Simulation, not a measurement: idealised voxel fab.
Process module under the name voxel wiring stack
In the cross-section labelled cut, the width is 300 nm and each square cell is 5 nm.
Cross-section = grid of square cells, listed top down in bands; band = one or more rows.
The band entry comprises the height of the band's top followed by the height of its bottom, expressed in nm, and subsequently the band's materials from left to right, each stated together with its width in nm. Where a single material is marked with the word "all across", that material fills the band from edge to edge. The word "blank" represents empty space.
The level at which height equals 0 is the one under which the wafer, as it arrives, is entirely one material. No lower edge exists for the bottom band, which continues downward and is notated as in "from 0 down".
The notation "30..40" denotes a width that varies across the rows of cells in the band, beginning at the first number in the top row, finishing at the second number in the bottom row, and changing by an identical amount from each row to the next.
"nothing was modified", as given for a step, is the statement that not any cell of the cross-section underwent a change during that step.
Entry "Enclosed void inventory" = empty spaces >= 8 cells with no open way to the top; each as width x height at distance, distance from left edge, all nm.
That trailing text on a step's line, after the settings, is the simulator's own remark on the step.
The "overlay nm" setting may appear on a step's line; for a step that uses a mask, it gives how far to the right of its planned position the mask lay, and a negative value indicates the left.
Process steps foreseen in the plan:
1. RECEIVE: material Si
2. CONFORMAL_DEP: material SiO2, thk nm 15
3. DIRECTIONAL_DEP: material TiN, thk nm 5
4. DIRECTIONAL_DEP: material W, thk nm 15
5. PATTERN: tone cover, mask id METAL_1, material resist, width nm 25, pitch nm 55, thk nm 20, overlay nm 0
6. DIRECTIONAL_ETCH: etch materials W, depth nm 15
7. DIRECTIONAL_ETCH: etch materials TiN, depth nm 5
8. STRIP: etch materials resist
9. CONFORMAL_DEP: material SiCN, thk nm 5
10. FILL_DEP: material lowk, thk nm 10
11. CMP: height nm 35
12. CONFORMAL_DEP: material SiCN, thk nm 5
13. DIRECTIONAL_DEP: material lowk, thk nm 10
14. DIRECTIONAL_DEP: material aC, thk nm 10
15. PATTERN: tone open, mask id PLUG_1, material resist, width nm 15, thk nm 25, overlay nm 0
16. DIRECTIONAL_ETCH: etch materials aC, depth nm 10
17. STRIP: etch materials resist
18. DIRECTIONAL_ETCH: etch materials lowk, depth nm 10
19. DIRECTIONAL_ETCH: etch materials SiCN, depth nm 5
20. STRIP: etch materials aC
21. CONFORMAL_DEP: material TiN, thk nm 5
22. FILL_DEP: material Cu, thk nm 5
23. CMP: height nm 50
24. CONFORMAL_DEP: material SiCN, thk nm 5
25. DIRECTIONAL_DEP: material lowk, thk nm 15
26. MASKED_ETCH: tone open, mask id METAL_2, width nm 25, pitch nm 55, etch materials lowk, depth nm 15, overlay nm 0
27. MASKED_ETCH: tone open, mask id METAL_2, width nm 25, pitch nm 55, etch materials SiCN, depth nm 5, overlay nm 0
28. CONFORMAL_DEP: material TiN, thk nm 5
29. FILL_DEP: material Cu, thk nm 5
30. CMP: height nm 70
31. CONFORMAL_DEP: material SiCN, thk nm 5
32. DIRECTIONAL_DEP: material lowk, thk nm 15
33. PATTERN: tone open, mask id PLUG_2, material resist, width nm 15, thk nm 15, overlay nm 0
34. DIRECTIONAL_ETCH: etch materials lowk, depth nm 15
35. DIRECTIONAL_ETCH: etch materials SiCN, depth nm 5
36. STRIP: etch materials resist
37. CONFORMAL_DEP: material TiN, thk nm 5
38. FILL_DEP: material Cu, thk nm 5
39. CMP: height nm 90
40. DIRECTIONAL_DEP: material TiN, thk nm 5
41. DIRECTIONAL_DEP: material Ru, thk nm 20
42. MASKED_ETCH: tone cover, mask id METAL_3, width nm 25, pitch nm 55, etch materials Ru, depth nm 20, overlay nm 0
43. MASKED_ETCH: tone cover, mask id METAL_3, width nm 25, pitch nm 55, etch materials TiN, depth nm 5, overlay nm 0
44. CONFORMAL_DEP: material SiCN, thk nm 5
45. FILL_DEP: material SiO2, thk nm 5
46. CMP: height nm 115
47. CONFORMAL_DEP: material SiCN, thk nm 5
48. DIRECTIONAL_DEP: material lowk, thk nm 30
49. PATTERN: tone open, mask id METAL_4_HOLES, material resist, width nm 15, pitch nm 55, thk nm 20, overlay nm -15
50. DIRECTIONAL_ETCH: etch materials lowk, depth nm 30
51. STRIP: etch materials resist
52. PATTERN: tone open, mask id METAL_4, material resist, width nm 25, pitch nm 55, thk nm 15, overlay nm 0
53. DIRECTIONAL_ETCH: etch materials lowk, depth nm 15
54. DIRECTIONAL_ETCH: etch materials SiCN, depth nm 5
55. STRIP: etch materials resist
56. CONFORMAL_DEP: material TiN, thk nm 5
57. FILL_DEP: material Cu, thk nm 10
58. CMP: height nm 150
59. CONFORMAL_DEP: material SiN, thk nm 5
Across this set of wafers, the varied parameter is the overlay nm of step 49. Starting conditions are identical for every wafer, and the plan reports the value assigned to the first wafer.
First of several wafers, received after step 1, in cross-section:
  from 0 down | Si all across
  Enclosed void inventory: none
Per wafer, end of module: cells gained (+) or lost (-) per material since receipt, then closed voids:
overlay nm -15, +53 Cu, +40 Ru, +352 SiCN, +60 SiN, +364 SiO2, +94 TiN, +30 W, +867 lowk, Enclosed void inventory: none
overlay nm -10, +49 Cu, +40 Ru, +350 SiCN, +60 SiN, +364 SiO2, +94 TiN, +30 W, +873 lowk, Enclosed void inventory: none
overlay nm -5, +45 Cu, +40 Ru, +348 SiCN, +60 SiN, +364 SiO2, +94 TiN, +30 W, +879 lowk, Enclosed void inventory: none
overlay nm 0, +43 Cu, +40 Ru, +346 SiCN, +60 SiN, +364 SiO2, +92 TiN, +30 W, +885 lowk, Enclosed void inventory: none
overlay nm 5, +43 Cu, +40 Ru, +346 SiCN, +60 SiN, +364 SiO2, +92 TiN, +30 W, +885 lowk, Enclosed void inventory: none
overlay nm 10, +43 Cu, +40 Ru, +346 SiCN, +60 SiN, +364 SiO2, +92 TiN, +30 W, +885 lowk, Enclosed void inventory: none
overlay nm 15, +45 Cu, +40 Ru, +348 SiCN, +60 SiN, +364 SiO2, +94 TiN, +30 W, +879 lowk, Enclosed void inventory: none
